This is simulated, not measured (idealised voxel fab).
Process module in this document: voxel plated lines
Section cut is 240 nm wide and gridded with 5 nm square cells.
Cross-section layout: square cells on a grid; listed as bands, top to bottom; a band spans one or more cell rows. Basically the band line says how high the top is and how high the bottom is, in nm, and then what's in it from left to right, every material with its width in nm. Empty space shows up as "air", and if a single material carries "everywhere" it runs the full band edge to edge. Note: height 0 marks the level under which the wafer is uniformly one material as received. Lowest band unbounded below, written "top 0, no bottom". A two-number width, for instance "30..40", indicates that the width is equal to the first number in the top row of the band and to the second number in the bottom row, and that it changes by a constant amount per row of cells. Step marked "remains unaltered"? Then no cell in the cross-section changed in it. The entry titled "Unvented cavities" provides the empty spaces that have no open way to the top, restricted to those of 8 cells or more. Each is presented as width x height at distance, the distance being measured from the left edge, with all three in nm. Heads up: the bit after the settings on a step's line is the simulator's remark on that step. overlay nm: for a step with a mask, the amount by which the mask lay right of where it was planned; a negative amount means left of it.
**Planned step list for the process**
1. RECEIVE (material Si)
2. CONFORMAL_DEP (material Al2O3; thk nm 5)
3. DIRECTIONAL_DEP (material TiN; thk nm 5)
4. PATTERN (tone open; mask id LINES; material resist; width nm 30; pitch nm 60; thk nm 30; overlay nm 0)
5. EPI (material Ru; thk nm 10)
6. EPI (material Ru; thk nm 10)
7. STRIP (etch materials resist)
8. DIRECTIONAL_ETCH (etch materials TiN; depth nm 5)
9. CONFORMAL_DEP (material SiN; thk nm 5)
The plan's step 2 thk nm is the first wafer's value; the wafers differ in this setting and start identical.
**Cross-section of the first incoming wafer of several, state after step 1**
    top 0, no bottom: Si everywhere
    Unvented cavities: none
**After the module's final step, step 9: the first of several wafers in cross-section**
    top 35, bottom 30: air (10), SiN (40), air (20), SiN (40), air (20), SiN (40), air (20), SiN (40), air (10)
    top 30, bottom 10: air (10), SiN (5), Ru (30), SiN (5), air (20), SiN (5), Ru (30), SiN (5), air (20), SiN (5), Ru (30), SiN (5), air (20), SiN (5), Ru (30), SiN (5), air (10)
    top 10, bottom 5: SiN (15), TiN (30), SiN (30), TiN (30), SiN (30), TiN (30), SiN (30), TiN (30), SiN (15)
    top 5, bottom 0: Al2O3 everywhere
    top 0, no bottom: Si everywhere
    Unvented cavities: none
**Cross-section at module completion, last wafer**
    top 55, bottom 50: air (10), SiN (40), air (20), SiN (40), air (20), SiN (40), air (20), SiN (40), air (10)
    top 50, bottom 30: air (10), SiN (5), Ru (30), SiN (5), air (20), SiN (5), Ru (30), SiN (5), air (20), SiN (5), Ru (30), SiN (5), air (20), SiN (5), Ru (30), SiN (5), air (10)
    top 30, bottom 25: SiN (15), TiN (30), SiN (30), TiN (30), SiN (30), TiN (30), SiN (30), TiN (30), SiN (15)
    top 25, bottom 0: Al2O3 everywhere
    top 0, no bottom: Si everywhere
    Unvented cavities: none
**The following table contains a row per wafer, in which are reported, at the conclusion of the module, the cells of each material gained (+) or lost (-) since the wafer's receipt, with its closed voids given thereafter**
thk nm 5; +48 Al2O3; +96 Ru; +88 SiN; +24 TiN; Unvented cavities: none
thk nm 10; +96 Al2O3; +96 Ru; +88 SiN; +24 TiN; Unvented cavities: none
thk nm 15; +144 Al2O3; +96 Ru; +88 SiN; +24 TiN; Unvented cavities: none
thk nm 20; +192 Al2O3; +96 Ru; +88 SiN; +24 TiN; Unvented cavities: none
thk nm 25; +240 Al2O3; +96 Ru; +88 SiN; +24 TiN; Unvented cavities: none
